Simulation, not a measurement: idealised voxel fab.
Documented hereafter: the process module known as voxel lift off.
Section cut is 230 nm wide and gridded with 5 nm square cells.
Format of a cross-section: grid, square cells. Given as bands. Order: top down. Band: one or more rows of cells. What a band's entry tells you: where the top is and where the bottom is, as heights in nm, and after that what lies inside, material by material from left to right, each with its width in nm. Empty space is written as the word "blank", and a single material marked with the word "edge to edge" occupies the band from edge to edge. Height datum 0, below which the as-received substrate wafer is one material. Lowest band open at the bottom, running downward: "0..down". It should be noted that a width expressed as "30->40" varies in equal increments from row to row of cells within the band, taking the value of the first number at the top row and that of the second number at the bottom row. The designation "remained the same", where it is given for a processing step, indicates that no cell of the cross-section was altered in the course of that step. Entry "Sealed void list". Content: empty spaces with no open connection to the top, size 8 cells or greater. Each: width x height at distance. Distance: from left edge. Unit: nm. Heads up: the bit after the settings on a step's line is the simulator's remark on that step. A step line may carry the setting "overlay nm", which, for steps involving a mask, states the distance by which the mask lay to the right of its intended position; negative values denote displacement to the left.
**Set out below are the planned steps of the process**
1 RECEIVE | material Si
2 CONFORMAL_DEP | material SiN | thk nm 5
3 PATTERN | tone open | mask id LINES | material resist | width nm 30 | pitch nm 55 | thk nm 15 | overlay nm 0
4 DIRECTIONAL_DEP | material Ru | thk nm 5
5 STRIP | etch materials resist
6 CONFORMAL_DEP | material SiO2 | thk nm 10
**The cross-section here shows the wafer as received, i.e. in its state after step 1**
  0..down: Si edge to edge
  Sealed void list: none
**One mistake in running the module, otherwise start and plan as above: cross-section at the end**
  20..15: 45 blank, 50 SiO2, 5 blank, 50 SiO2, 5 blank, 50 SiO2, 25 blank
  15..10: SiO2 edge to edge
  10..5: 55 SiO2, 30 Ru, 25 SiO2, 30 Ru, 25 SiO2, 30 Ru, 35 SiO2
  5..0: SiN edge to edge
  0..down: Si edge to edge
  Sealed void list: none
Here's what went sideways: step 3 off recipe, ran as PATTERN | tone open | mask id LINES | material resist | width nm 30 | pitch nm 55 | thk nm 15 | overlay nm 10
